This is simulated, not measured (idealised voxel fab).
This is a process module. Its name is voxel spacer lines.
Xsec cut, 265 nm wide, square cell size 5 nm.
We lay out every cross-section as a grid of square cells and spell it out in bands from the top down, where one band means one or more rows of cells.
Per band: top height and bottom height in nm, followed by the left-to-right materials and their widths in nm; "full width" marks a single material spanning edge to edge, "air" marks empty space.
Where do heights start? At 0: under that level the wafer as delivered is made of one material only. And the lowest band has no floor; it just carries on downward, as in "0 and below".
With a width like "30->40", each row of cells in the band differs from the next by the same amount, the top row carrying the first number and the bottom row the second.
It should be understood that the words "remained unchanged", when stated for a given step, signify that the cross-section underwent no change in any of its cells during that step.
Look at "Sealed cavities" for the closed voids: empty spaces with no open path to the top, sized 8 cells or up. Each is width x height at distance, distance from the left edge, all nm.
Post-settings text on a step line: simulator's own remark regarding the step.
Steps that use a mask can have "overlay nm" on their line. It says how far the mask sat to the right of where it was meant to be. Negative means to the left.

## Planned step list for the process
step 1: RECEIVE,material Si
step 2: CONFORMAL_DEP,material SiO2,thk nm 5
step 3: DIRECTIONAL_DEP,material TiN,thk nm 20
step 4: DIRECTIONAL_DEP,material polySi,thk nm 25
step 5: PATTERN,tone cover,mask id MANDREL,material resist,width nm 15,pitch nm 60,thk nm 35,overlay nm 0
step 6: DIRECTIONAL_ETCH,etch materials polySi,depth nm 25
step 7: STRIP,etch materials resist
step 8: CONFORMAL_DEP,material SiN,thk nm 15
step 9: DIRECTIONAL_ETCH,etch materials SiN,depth nm 15
step 10: STRIP,etch materials polySi
step 11: DIRECTIONAL_ETCH,etch materials TiN,depth nm 20
step 12: STRIP,etch materials SiN

## Incoming wafer in cross-section (state: after step 1)
  0 and below = Si full width
  Sealed cavities: none

## Post-module cross-section of the first of two wafers (run per plan)
  25 down to 5 = air: 80, then TiN: 15, then air: 15, then TiN: 15, then air: 15, then TiN: 15, then air: 15, then TiN: 15, then air: 80
  5 down to 0 = SiO2 full width
  0 and below = Si full width
  Sealed cavities: none

## Cross-sectional image of the second wafer of the two following completion of the module. Starting state and process plan were the same as for the first wafer; one execution error occurred
  25 down to 5 = air: 80, then TiN: 45, then air: 15, then TiN: 45, then air: 80
  5 down to 0 = SiO2 full width
  0 and below = Si full width
  Sealed cavities: none
What was done differently from what was planned? transposition of steps 10 and 11 relative to the planned sequence
At the finish, the second wafer shows more or fewer cells for some materials than the first does: TiN: 24 more
